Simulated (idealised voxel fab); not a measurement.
This section sets out a process module, namely voxel wiring stack.
200 nm wide, 5 nm square cells: that's cross-section cut.
We lay out every cross-section as a grid of square cells and spell it out in bands from the top down, where one band means one or more rows of cells.
Band: top height; bottom height; in nm. Then, left to right: material with width in nm, for each material. "all across": a single material spanning edge to edge. "blank": empty space.
Heads up on the height convention: 0 is the point under which the incoming wafer is all one material, and the lowest band has no bottom, it just keeps going down, like "0..down".
Read "30->40" as a graded width: first number on top, second number at the bottom, same change between each pair of neighbouring rows.
No cell of the cross-section changed in a step that is given as "no modification".
Voids not open to the top, 8 cells minimum: see "Listed closed voids". Written width x height at distance; distance is from the left edge; nm.
Heads up: the bit after the settings on a step's line is the simulator's remark on that step.
The optional step-line setting "overlay nm" applies to steps with a mask and quantifies how far to the right of its planned location the mask lay, a negative value indicating leftward placement.

### These are the steps we planned for the process
| 1 | RECEIVE [material Si] |
| 2 | CONFORMAL_DEP [material SiO2] [thk nm 15] |
| 3 | DIRECTIONAL_DEP [material TiN] [thk nm 5] |
| 4 | DIRECTIONAL_DEP [material W] [thk nm 25] |
| 5 | PATTERN [tone cover] [mask id METAL_1] [material resist] [width nm 25] [pitch nm 55] [thk nm 20] [overlay nm 0] |
| 6 | DIRECTIONAL_ETCH [etch materials W] [depth nm 25] |
| 7 | DIRECTIONAL_ETCH [etch materials TiN] [depth nm 5] |
| 8 | STRIP [etch materials resist] |
| 9 | CONFORMAL_DEP [material SiCN] [thk nm 5] |
| 10 | FILL_DEP [material lowk] [thk nm 5] |
| 11 | CMP [height nm 45] |
| 12 | CONFORMAL_DEP [material SiCN] [thk nm 5] |
| 13 | DIRECTIONAL_DEP [material lowk] [thk nm 20] |
| 14 | DIRECTIONAL_DEP [material aC] [thk nm 15] |
| 15 | PATTERN [tone open] [mask id PLUG_1] [material resist] [width nm 15] [thk nm 30] [overlay nm 0] |
| 16 | DIRECTIONAL_ETCH [etch materials aC] [depth nm 15] |
| 17 | STRIP [etch materials resist] |
| 18 | DIRECTIONAL_ETCH [etch materials lowk] [depth nm 20] |
| 19 | DIRECTIONAL_ETCH [etch materials SiCN] [depth nm 5] |
| 20 | STRIP [etch materials aC] |
| 21 | EPI [material Ru] [thk nm 10] |
| 22 | EPI [material Ru] [thk nm 10] |
| 23 | EPI [material Ru] [thk nm 5] |
| 24 | DIRECTIONAL_DEP [material TiN] [thk nm 5] |
| 25 | DIRECTIONAL_DEP [material Ru] [thk nm 20] |
| 26 | DIRECTIONAL_DEP [material aC] [thk nm 15] |
| 27 | PATTERN [tone cover] [mask id METAL_2] [material resist] [width nm 25] [pitch nm 55] [thk nm 30] [overlay nm 0] |
| 28 | DIRECTIONAL_ETCH [etch materials aC] [depth nm 15] |
| 29 | STRIP [etch materials resist] |
| 30 | DIRECTIONAL_ETCH [etch materials Ru] [depth nm 20] |
| 31 | DIRECTIONAL_ETCH [etch materials TiN] [depth nm 5] |
| 32 | STRIP [etch materials aC] |
| 33 | CONFORMAL_DEP [material SiN] [thk nm 5] |
| 34 | FILL_DEP [material SiO2] [thk nm 10] |
| 35 | CMP [height nm 95] |
| 36 | CONFORMAL_DEP [material SiCN] [thk nm 5] |
| 37 | DIRECTIONAL_DEP [material lowk] [thk nm 10] |
| 38 | DIRECTIONAL_DEP [material aC] [thk nm 10] |
| 39 | PATTERN [tone open] [mask id PLUG_2] [material resist] [width nm 15] [pitch nm 55] [thk nm 25] [overlay nm 0] |
| 40 | DIRECTIONAL_ETCH [etch materials aC] [depth nm 10] |
| 41 | STRIP [etch materials resist] |
| 42 | DIRECTIONAL_ETCH [etch materials lowk] [depth nm 10] |
| 43 | DIRECTIONAL_ETCH [etch materials SiCN] [depth nm 5] |
| 44 | STRIP [etch materials aC] |
| 45 | CONFORMAL_DEP [material TiN] [thk nm 5] |
| 46 | FILL_DEP [material Ru] [thk nm 10] |
| 47 | CMP [height nm 110] |
| 48 | CONFORMAL_DEP [material SiN] [thk nm 5] |
| 49 | DIRECTIONAL_DEP [material SiO2] [thk nm 25] |
| 50 | PATTERN [tone open] [mask id METAL_3] [material resist] [width nm 25] [pitch nm 55] [thk nm 20] [overlay nm 0] |
| 51 | DIRECTIONAL_ETCH [etch materials SiO2] [depth nm 25] |
| 52 | DIRECTIONAL_ETCH [etch materials SiN] [depth nm 5] |
| 53 | STRIP [etch materials resist] |
| 54 | CONFORMAL_DEP [material TiN] [thk nm 5] |
| 55 | FILL_DEP [material Cu] [thk nm 10] |
| 56 | CMP [height nm 140] |
| 57 | CONFORMAL_DEP [material SiCN] [thk nm 5] |

### As-received wafer cross-section (after step 1)
  0..down: Si all across
  Listed closed voids: none

### Result of the module, cross-sectioned: start per above, plan per above, one error in how it was run
  145..140: SiCN all across
  140..115: SiO2 (60) / TiN (5) / Cu (15) / TiN (5) / SiO2 (30) / TiN (5) / Cu (15) / TiN (5) / SiO2 (60)
  115..110: SiN (60) / TiN (25) / SiN (30) / TiN (25) / SiN (60)
  110..100: lowk (60) / TiN (5) / Ru (5) / TiN (5) / lowk (40) / TiN (5) / Ru (5) / TiN (5) / lowk (70)
  100..95: SiCN (60) / TiN (15) / SiCN (40) / TiN (15) / SiCN (70)
  95..85: SiO2 (70->55) / SiN (5->20) / Ru (10) / SiN (5) / SiO2 (20) / SiN (5) / Ru (25) / SiN (5) / SiO2 (55)
  85..75: SiO2 (55) / SiN (5) / Ru (25) / SiN (5) / SiO2 (20) / SiN (5) / Ru (25) / SiN (5) / SiO2 (55)
  75..70: SiN (60) / Ru (15) / TiN (10) / SiN (30) / TiN (25) / SiN (60)
  70..65: lowk (60) / Ru (15) / lowk (125)
  65..60: lowk (60) / TiN (15) / lowk (125)
  60..50: lowk (60) / Ru (15) / lowk (125)
  50..45: SiCN (60) / Ru (15) / SiCN (125)
  45..20: lowk (55) / SiCN (5) / W (25) / SiCN (5) / lowk (20) / SiCN (5) / W (25) / SiCN (5) / lowk (55)
  20..15: SiCN (60) / TiN (25) / SiCN (30) / TiN (25) / SiCN (60)
  15..0: SiO2 all across
  0..down: Si all across
  Listed closed voids: none
The plan and the run diverged here: one of the steps 21 and 22 was omitted; as these steps are identical, the omitted step is not identifiable
